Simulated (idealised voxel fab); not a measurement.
process module | voxel transistor to metal
cross-section cut | 180 nm wide | cells 5 nm
A cross-section is a grid of square cells, given in bands from the top down. A band is one or more rows of cells.
Each band's line starts with the height of the band's top and of its bottom, in nm. Then come its materials from left to right, each with its width in nm. One material with "throughout" fills the band from edge to edge. "air" is empty space.
Height 0 is the level under which the wafer as received is all one material. The lowest band goes on downwards, as in "0 down".
A width such as "30 to 40" changes by the same amount from each row of cells to the next, from the band's top row to its bottom row.
"no change" after a step means that no cell of the cross-section changed.
closed voids: empty space of 8 cells or more with no open way to the top, each as width x height at its distance from the left edge, in nm
after a step's settings: what the simulator itself notes on the step
overlay nm, on a step with a mask: how far to the right of its planned place the mask lay; to the left if negative
plan
1 op RECEIVE | material Si
2 op OXIDIZE | depth nm 5
3 op CONFORMAL_DEP | material SiN | thk nm 10
4 op PATTERN | tone cover | mask id ACTIVE | material resist | width nm 95 | thk nm 15 | overlay nm 0
5 op DIRECTIONAL_ETCH | etch materials SiN | depth nm 10
6 op DIRECTIONAL_ETCH | etch materials SiO2 | depth nm 5
7 op DIRECTIONAL_ETCH | etch materials Si | depth nm 25
8 op STRIP | etch materials resist
9 op OXIDIZE | depth nm 5
10 op FILL_DEP | material SiO2 | thk nm 15
11 op CMP | height nm 10
12 op SELECTIVE_ETCH | etch materials SiO2 | depth nm 5
13 op STRIP | etch materials SiN
14 op SELECTIVE_ETCH | etch materials SiO2 | depth nm 5
15 op OXIDIZE | depth nm 5
16 op DIRECTIONAL_DEP | material polySi | thk nm 20
17 op DIRECTIONAL_DEP | material SiCN | thk nm 10
18 op MASKED_ETCH | tone cover | mask id GATE | width nm 15 | etch materials SiCN | depth nm 20 | overlay nm 0
19 op MASKED_ETCH | tone cover | mask id GATE | width nm 15 | etch materials polySi | depth nm 30 | overlay nm 0
20 op CONFORMAL_DEP | material SiO2 | thk nm 5
21 op DIRECTIONAL_ETCH | etch materials SiO2 | depth nm 5
22 op CONFORMAL_DEP | material SiN | thk nm 10
23 op DIRECTIONAL_ETCH | etch materials SiN | depth nm 10
24 op DIRECTIONAL_ETCH | etch materials SiO2 | depth nm 5
25 op DIRECTIONAL_ETCH | etch materials Si | depth nm 15
26 op EPI | material nSi | thk nm 20
27 op FILL_DEP | material SiO2 | thk nm 5
28 op CMP | height nm 25
29 op DIRECTIONAL_DEP | material SiO2 | thk nm 10
30 op PATTERN | tone open | mask id CONTACT | material resist | width nm 25 | pitch nm 50 | thk nm 15 | overlay nm 0
31 op DIRECTIONAL_ETCH | etch materials SiO2 | depth nm 25
32 op STRIP | etch materials resist
33 op CONFORMAL_DEP | material TiN | thk nm 5
34 op FILL_DEP | material Ru | thk nm 5
35 op CMP | height nm 35
36 op CONFORMAL_DEP | material SiN | thk nm 5
37 op DIRECTIONAL_DEP | material lowk | thk nm 20
38 op PATTERN | tone open | mask id METAL_1 | material resist | width nm 15 | pitch nm 60 | thk nm 20 | overlay nm 0
39 op DIRECTIONAL_ETCH | etch materials lowk | depth nm 20
40 op DIRECTIONAL_ETCH | etch materials SiN | depth nm 5
41 op STRIP | etch materials resist
42 op CONFORMAL_DEP | material TiN | thk nm 5
43 op FILL_DEP | material W | thk nm 5
44 op CMP | height nm 60
45 op CONFORMAL_DEP | material SiCN | thk nm 5
first wafer, as planned
as received, after step 1
  0 down: Si throughout
  closed voids: none
after step 2
  0 to -5: SiO2 throughout
  below -5: unchanged
after step 3
  10 to 0: SiN throughout
  below 0: unchanged
after step 4
  25 to 10: air 40 | resist 95 | air 45
  below 10: unchanged
after step 5
  25 to 10: air 40 | resist 95 | air 45
  10 to 0: air 40 | SiN 95 | air 45
  below 0: unchanged
after step 6
  25 to 10: air 40 | resist 95 | air 45
  10 to 0: air 40 | SiN 95 | air 45
  0 to -5: air 40 | SiO2 95 | air 45
  below -5: unchanged
after step 7
  25 to 10: air 40 | resist 95 | air 45
  10 to 0: air 40 | SiN 95 | air 45
  0 to -5: air 40 | SiO2 95 | air 45
  -5 to -30: air 40 | Si 95 | air 45
  below -30: unchanged
after step 8
  10 to 0: air 40 | SiN 95 | air 45
  below 0: unchanged
after step 9
  10 to 0: air 40 | SiN 95 | air 45
  0 to -5: air 40 | SiO2 95 | air 45
  -5 to -30: air 40 | SiO2 5 | Si 85 | SiO2 5 | air 45
  -30 to -35: SiO2 45 | Si 85 | SiO2 50
  below -35: unchanged
after step 10
  25 to 10: SiO2 throughout
  10 to 0: SiO2 40 | SiN 95 | SiO2 45
  0 to -5: SiO2 throughout
  -5 to -35: SiO2 45 | Si 85 | SiO2 50
  below -35: unchanged
after step 11
  10 to 0: SiO2 40 | SiN 95 | SiO2 45
  below 0: unchanged
after step 12
  10 to 5: air 40 | SiN 95 | air 45
  below 5: unchanged
after step 13
  5 to 0: SiO2 40 | air 95 | SiO2 45
  below 0: unchanged
after step 14
  0 to -5: SiO2 35 | air 105 | SiO2 40
  below -5: unchanged
after step 15
  0 to -5: SiO2 35 | air 105 | SiO2 40
  -5 to -10: SiO2 throughout
  below -10: unchanged
after step 16
  20 to 15: polySi 35 | air 105 | polySi 40
  15 to 0: polySi throughout
  0 to -5: SiO2 35 | polySi 105 | SiO2 40
  below -5: unchanged
after step 17
  30 to 25: SiCN 35 | air 105 | SiCN 40
  25 to 20: SiCN throughout
  20 to 15: polySi 35 | SiCN 105 | polySi 40
  below 15: unchanged
after step 18
  25 to 20: air 80 | SiCN 15 | air 85
  20 to 15: polySi 35 | air 45 | SiCN 15 | air 45 | polySi 40
  below 15: unchanged
after step 19
  25 to 15: air 80 | SiCN 15 | air 85
  15 to 0: air 80 | polySi 15 | air 85
  0 to -5: SiO2 35 | air 45 | polySi 15 | air 45 | SiO2 40
  below -5: unchanged
after step 20
  30 to 25: air 75 | SiO2 25 | air 80
  25 to 15: air 75 | SiO2 5 | SiCN 15 | SiO2 5 | air 80
  15 to 5: air 75 | SiO2 5 | polySi 15 | SiO2 5 | air 80
  5 to 0: SiO2 40 | air 35 | SiO2 5 | polySi 15 | SiO2 5 | air 35 | SiO2 45
  0 to -5: SiO2 80 | polySi 15 | SiO2 85
  below -5: unchanged
after step 21
  25 to 15: air 75 | SiO2 5 | SiCN 15 | SiO2 5 | air 80
  15 to 0: air 75 | SiO2 5 | polySi 15 | SiO2 5 | air 80
  0 to -5: SiO2 40 | air 35 | SiO2 5 | polySi 15 | SiO2 5 | air 35 | SiO2 45
  below -5: unchanged
after step 22
  35 to 25: air 65 | SiN 45 | air 70
  25 to 15: air 65 | SiN 10 | SiO2 5 | SiCN 15 | SiO2 5 | SiN 10 | air 70
  15 to 10: air 65 | SiN 10 | SiO2 5 | polySi 15 | SiO2 5 | SiN 10 | air 70
  10 to 5: SiN 50 | air 15 | SiN 10 | SiO2 5 | polySi 15 | SiO2 5 | SiN 10 | air 15 | SiN 55
  5 to 0: SiN 75 | SiO2 5 | polySi 15 | SiO2 5 | SiN 80
  0 to -5: SiO2 40 | SiN 35 | SiO2 5 | polySi 15 | SiO2 5 | SiN 35 | SiO2 45
  below -5: unchanged
after step 23
  25 to 15: air 65 | SiN 10 | SiO2 5 | SiCN 15 | SiO2 5 | SiN 10 | air 70
  15 to 0: air 65 | SiN 10 | SiO2 5 | polySi 15 | SiO2 5 | SiN 10 | air 70
  0 to -5: SiO2 40 | SiN 10 | air 15 | SiN 10 | SiO2 5 | polySi 15 | SiO2 5 | SiN 10 | air 15 | SiN 10 | SiO2 45
  below -5: unchanged
after step 24
  25 to 20: air 65 | SiN 10 | air 5 | SiCN 15 | air 5 | SiN 10 | air 70
  20 to 15: air 65 | SiN 10 | SiO2 5 | SiCN 15 | SiO2 5 | SiN 10 | air 70
  15 to 0: air 65 | SiN 10 | SiO2 5 | polySi 15 | SiO2 5 | SiN 10 | air 70
  0 to -5: air 40 | SiN 10 | air 15 | SiN 10 | SiO2 5 | polySi 15 | SiO2 5 | SiN 10 | air 15 | SiN 10 | air 45
  -5 to -10: SiO2 50 | air 15 | SiO2 45 | air 15 | SiO2 55
  below -10: unchanged
after step 25
  25 to 20: air 65 | SiN 10 | air 5 | SiCN 15 | air 5 | SiN 10 | air 70
  20 to 15: air 65 | SiN 10 | SiO2 5 | SiCN 15 | SiO2 5 | SiN 10 | air 70
  15 to 0: air 65 | SiN 10 | SiO2 5 | polySi 15 | SiO2 5 | SiN 10 | air 70
  0 to -5: air 40 | SiN 10 | air 15 | SiN 10 | SiO2 5 | polySi 15 | SiO2 5 | SiN 10 | air 15 | SiN 10 | air 45
  -5 to -10: SiO2 50 | air 15 | SiO2 45 | air 15 | SiO2 55
  -10 to -25: SiO2 45 | Si 5 | air 15 | Si 45 | air 15 | Si 5 | SiO2 50
  below -25: unchanged
after step 26
  25 to 20: air 65 | SiN 10 | air 5 | SiCN 15 | air 5 | SiN 10 | air 70
  20 to 15: air 65 | SiN 10 | SiO2 5 | SiCN 15 | SiO2 5 | SiN 10 | air 70
  15 to 10: air 65 | SiN 10 | SiO2 5 | polySi 15 | SiO2 5 | SiN 10 | air 70
  10 to 0: air 40 | nSi 25 | SiN 10 | SiO2 5 | polySi 15 | SiO2 5 | SiN 10 | nSi 25 | air 45
  0 to -5: air 40 | SiN 10 | nSi 15 | SiN 10 | SiO2 5 | polySi 15 | SiO2 5 | SiN 10 | nSi 15 | SiN 10 | air 45
  -5 to -10: SiO2 50 | nSi 15 | SiO2 45 | nSi 15 | SiO2 55
  -10 to -25: SiO2 45 | Si 5 | nSi 15 | Si 45 | nSi 15 | Si 5 | SiO2 50
  below -25: unchanged
after step 27
  30 to 25: SiO2 throughout
  25 to 15: SiO2 65 | SiN 10 | SiO2 5 | SiCN 15 | SiO2 5 | SiN 10 | SiO2 70
  15 to 10: SiO2 65 | SiN 10 | SiO2 5 | polySi 15 | SiO2 5 | SiN 10 | SiO2 70
  10 to 0: SiO2 40 | nSi 25 | SiN 10 | SiO2 5 | polySi 15 | SiO2 5 | SiN 10 | nSi 25 | SiO2 45
  0 to -5: SiO2 40 | SiN 10 | nSi 15 | SiN 10 | SiO2 5 | polySi 15 | SiO2 5 | SiN 10 | nSi 15 | SiN 10 | SiO2 45
  below -5: unchanged
after step 28
  25 to 15: SiO2 65 | SiN 10 | SiO2 5 | SiCN 15 | SiO2 5 | SiN 10 | SiO2 70
  below 15: unchanged
after step 29
  35 to 25: SiO2 throughout
  below 25: unchanged
after step 30
  50 to 35: resist 50 | air 25 | resist 25 | air 25 | resist 55
  below 35: unchanged
after step 31
  50 to 35: resist 50 | air 25 | resist 25 | air 25 | resist 55
  35 to 25: SiO2 50 | air 25 | SiO2 25 | air 25 | SiO2 55
  25 to 15: SiO2 50 | air 15 | SiN 10 | SiO2 5 | SiCN 15 | SiO2 5 | SiN 10 | air 15 | SiO2 55
  15 to 10: SiO2 50 | air 15 | SiN 10 | SiO2 5 | polySi 15 | SiO2 5 | SiN 10 | air 15 | SiO2 55
  below 10: unchanged
after step 32
  35 to 25: SiO2 50 | air 25 | SiO2 25 | air 25 | SiO2 55
  below 25: unchanged
after step 33
  40 to 35: TiN 55 | air 15 | TiN 35 | air 15 | TiN 60
  35 to 25: SiO2 50 | TiN 5 | air 15 to 5 | TiN 5 to 15 | SiO2 25 | TiN 5 to 15 | air 15 to 5 | TiN 5 | SiO2 55
  25 to 15: SiO2 50 | TiN 5 | air 5 | TiN 5 | SiN 10 | SiO2 5 | SiCN 15 | SiO2 5 | SiN 10 | TiN 5 | air 5 | TiN 5 | SiO2 55
  15 to 10: SiO2 50 | TiN 15 | SiN 10 | SiO2 5 | polySi 15 | SiO2 5 | SiN 10 | TiN 15 | SiO2 55
  below 10: unchanged
after step 34
  45 to 40: Ru throughout
  40 to 35: TiN 55 | Ru 15 | TiN 35 | Ru 15 | TiN 60
  35 to 25: SiO2 50 | TiN 5 | Ru 15 to 5 | TiN 5 to 15 | SiO2 25 | TiN 5 to 15 | Ru 15 to 5 | TiN 5 | SiO2 55
  25 to 15: SiO2 50 | TiN 5 | Ru 5 | TiN 5 | SiN 10 | SiO2 5 | SiCN 15 | SiO2 5 | SiN 10 | TiN 5 | Ru 5 | TiN 5 | SiO2 55
  below 15: unchanged
after step 35
  35 to 25: SiO2 50 | TiN 5 | Ru 15 to 5 | TiN 5 to 15 | SiO2 25 | TiN 5 to 15 | Ru 15 to 5 | TiN 5 | SiO2 55
  below 25: unchanged
after step 36
  40 to 35: SiN throughout
  below 35: unchanged
after step 37
  60 to 40: lowk throughout
  below 40: unchanged
after step 38
  80 to 60: resist 50 | air 15 | resist 45 | air 15 | resist 55
  below 60: unchanged
after step 39
  80 to 60: resist 50 | air 15 | resist 45 | air 15 | resist 55
  60 to 40: lowk 50 | air 15 | lowk 45 | air 15 | lowk 55
  below 40: unchanged
after step 40
  80 to 60: resist 50 | air 15 | resist 45 | air 15 | resist 55
  60 to 40: lowk 50 | air 15 | lowk 45 | air 15 | lowk 55
  40 to 35: SiN 50 | air 15 | SiN 45 | air 15 | SiN 55
  below 35: unchanged
after step 41
  60 to 40: lowk 50 | air 15 | lowk 45 | air 15 | lowk 55
  below 40: unchanged
after step 42
  65 to 60: TiN 55 | air 5 | TiN 55 | air 5 | TiN 60
  60 to 40: lowk 50 | TiN 5 | air 5 | TiN 5 | lowk 45 | TiN 5 | air 5 | TiN 5 | lowk 55
  40 to 35: SiN 50 | TiN 15 | SiN 45 | TiN 15 | SiN 55
  below 35: unchanged
after step 43
  70 to 65: W throughout
  65 to 60: TiN 55 | W 5 | TiN 55 | W 5 | TiN 60
  60 to 40: lowk 50 | TiN 5 | W 5 | TiN 5 | lowk 45 | TiN 5 | W 5 | TiN 5 | lowk 55
  below 40: unchanged
after step 44
  60 to 40: lowk 50 | TiN 5 | W 5 | TiN 5 | lowk 45 | TiN 5 | W 5 | TiN 5 | lowk 55
  below 40: unchanged
after step 45
  65 to 60: SiCN throughout
  below 60: unchanged
second wafer: like start, like plan, one mistake. Through step 24 it matches the first wafer
when step 25 should have ended
  25 to 20: air 65 | SiN 10 | air 5 | SiCN 15 | air 5 | SiN 10 | air 70
  20 to 15: air 65 | SiN 10 | SiO2 5 | SiCN 15 | SiO2 5 | SiN 10 | air 70
  15 to 10: air 65 | SiN 10 | SiO2 5 | polySi 15 | SiO2 5 | SiN 10 | air 70
  10 to 0: air 40 | nSi 25 | SiN 10 | SiO2 5 | polySi 15 | SiO2 5 | SiN 10 | nSi 25 | air 45
  0 to -5: air 40 | SiN 10 | nSi 15 | SiN 10 | SiO2 5 | polySi 15 | SiO2 5 | SiN 10 | nSi 15 | SiN 10 | air 45
  -5 to -10: SiO2 50 | nSi 15 | SiO2 45 | nSi 15 | SiO2 55
  below -10: unchanged
when step 26 should have ended
  25 to 20: air 65 | SiN 10 | air 5 | SiCN 15 | air 5 | SiN 10 | air 70
  20 to 15: air 65 | SiN 10 | SiO2 5 | SiCN 15 | SiO2 5 | SiN 10 | air 70
  15 to 0: air 65 | SiN 10 | SiO2 5 | polySi 15 | SiO2 5 | SiN 10 | air 70
  0 to -5: air 40 | SiN 10 | air 15 | SiN 10 | SiO2 5 | polySi 15 | SiO2 5 | SiN 10 | air 15 | SiN 10 | air 45
  below -5: unchanged
when step 27 should have ended
  30 to 25: SiO2 throughout
  25 to 15: SiO2 65 | SiN 10 | SiO2 5 | SiCN 15 | SiO2 5 | SiN 10 | SiO2 70
  15 to 0: SiO2 65 | SiN 10 | SiO2 5 | polySi 15 | SiO2 5 | SiN 10 | SiO2 70
  0 to -5: SiO2 40 | SiN 10 | SiO2 15 | SiN 10 | SiO2 5 | polySi 15 | SiO2 5 | SiN 10 | SiO2 15 | SiN 10 | SiO2 45
  below -5: unchanged
when step 28 should have ended
  25 to 15: SiO2 65 | SiN 10 | SiO2 5 | SiCN 15 | SiO2 5 | SiN 10 | SiO2 70
  below 15: unchanged
when step 29 should have ended
  35 to 25: SiO2 throughout
  below 25: unchanged
when step 30 should have ended
  50 to 35: resist 50 | air 25 | resist 25 | air 25 | resist 55
  below 35: unchanged
when step 31 should have ended
  50 to 35: resist 50 | air 25 | resist 25 | air 25 | resist 55
  35 to 25: SiO2 50 | air 25 | SiO2 25 | air 25 | SiO2 55
  25 to 15: SiO2 50 | air 15 | SiN 10 | SiO2 5 | SiCN 15 | SiO2 5 | SiN 10 | air 15 | SiO2 55
  15 to 10: SiO2 50 | air 15 | SiN 10 | SiO2 5 | polySi 15 | SiO2 5 | SiN 10 | air 15 | SiO2 55
  below 10: unchanged
when step 32 should have ended
  35 to 25: SiO2 50 | air 25 | SiO2 25 | air 25 | SiO2 55
  below 25: unchanged
when step 33 should have ended
  40 to 35: TiN 55 | air 15 | TiN 35 | air 15 | TiN 60
  35 to 25: SiO2 50 | TiN 5 | air 15 to 5 | TiN 5 to 15 | SiO2 25 | TiN 5 to 15 | air 15 to 5 | TiN 5 | SiO2 55
  25 to 15: SiO2 50 | TiN 5 | air 5 | TiN 5 | SiN 10 | SiO2 5 | SiCN 15 | SiO2 5 | SiN 10 | TiN 5 | air 5 | TiN 5 | SiO2 55
  15 to 10: SiO2 50 | TiN 15 | SiN 10 | SiO2 5 | polySi 15 | SiO2 5 | SiN 10 | TiN 15 | SiO2 55
  below 10: unchanged
when step 34 should have ended
  45 to 40: Ru throughout
  40 to 35: TiN 55 | Ru 15 | TiN 35 | Ru 15 | TiN 60
  35 to 25: SiO2 50 | TiN 5 | Ru 15 to 5 | TiN 5 to 15 | SiO2 25 | TiN 5 to 15 | Ru 15 to 5 | TiN 5 | SiO2 55
  25 to 15: SiO2 50 | TiN 5 | Ru 5 | TiN 5 | SiN 10 | SiO2 5 | SiCN 15 | SiO2 5 | SiN 10 | TiN 5 | Ru 5 | TiN 5 | SiO2 55
  below 15: unchanged
when step 35 should have ended
  35 to 25: SiO2 50 | TiN 5 | Ru 15 to 5 | TiN 5 to 15 | SiO2 25 | TiN 5 to 15 | Ru 15 to 5 | TiN 5 | SiO2 55
  below 25: unchanged
when step 36 should have ended
  40 to 35: SiN throughout
  below 35: unchanged
when step 37 should have ended
  60 to 40: lowk throughout
  below 40: unchanged
when step 38 should have ended
  80 to 60: resist 50 | air 15 | resist 45 | air 15 | resist 55
  below 60: unchanged
when step 39 should have ended
  80 to 60: resist 50 | air 15 | resist 45 | air 15 | resist 55
  60 to 40: lowk 50 | air 15 | lowk 45 | air 15 | lowk 55
  below 40: unchanged
when step 40 should have ended
  80 to 60: resist 50 | air 15 | resist 45 | air 15 | resist 55
  60 to 40: lowk 50 | air 15 | lowk 45 | air 15 | lowk 55
  40 to 35: SiN 50 | air 15 | SiN 45 | air 15 | SiN 55
  below 35: unchanged
when step 41 should have ended
  60 to 40: lowk 50 | air 15 | lowk 45 | air 15 | lowk 55
  below 40: unchanged
when step 42 should have ended
  65 to 60: TiN 55 | air 5 | TiN 55 | air 5 | TiN 60
  60 to 40: lowk 50 | TiN 5 | air 5 | TiN 5 | lowk 45 | TiN 5 | air 5 | TiN 5 | lowk 55
  40 to 35: SiN 50 | TiN 15 | SiN 45 | TiN 15 | SiN 55
  below 35: unchanged
when step 43 should have ended
  70 to 65: W throughout
  65 to 60: TiN 55 | W 5 | TiN 55 | W 5 | TiN 60
  60 to 40: lowk 50 | TiN 5 | W 5 | TiN 5 | lowk 45 | TiN 5 | W 5 | TiN 5 | lowk 55
  below 40: unchanged
when step 44 should have ended
  60 to 40: lowk 50 | TiN 5 | W 5 | TiN 5 | lowk 45 | TiN 5 | W 5 | TiN 5 | lowk 55
  below 40: unchanged
when step 45 should have ended
  65 to 60: SiCN throughout
  below 60: unchanged
what went wrong: steps 25 and 26 were swapped
at the end the second wafer has, in cells: 18 more of Si | 26 more of SiO2 | 44 fewer of nSi
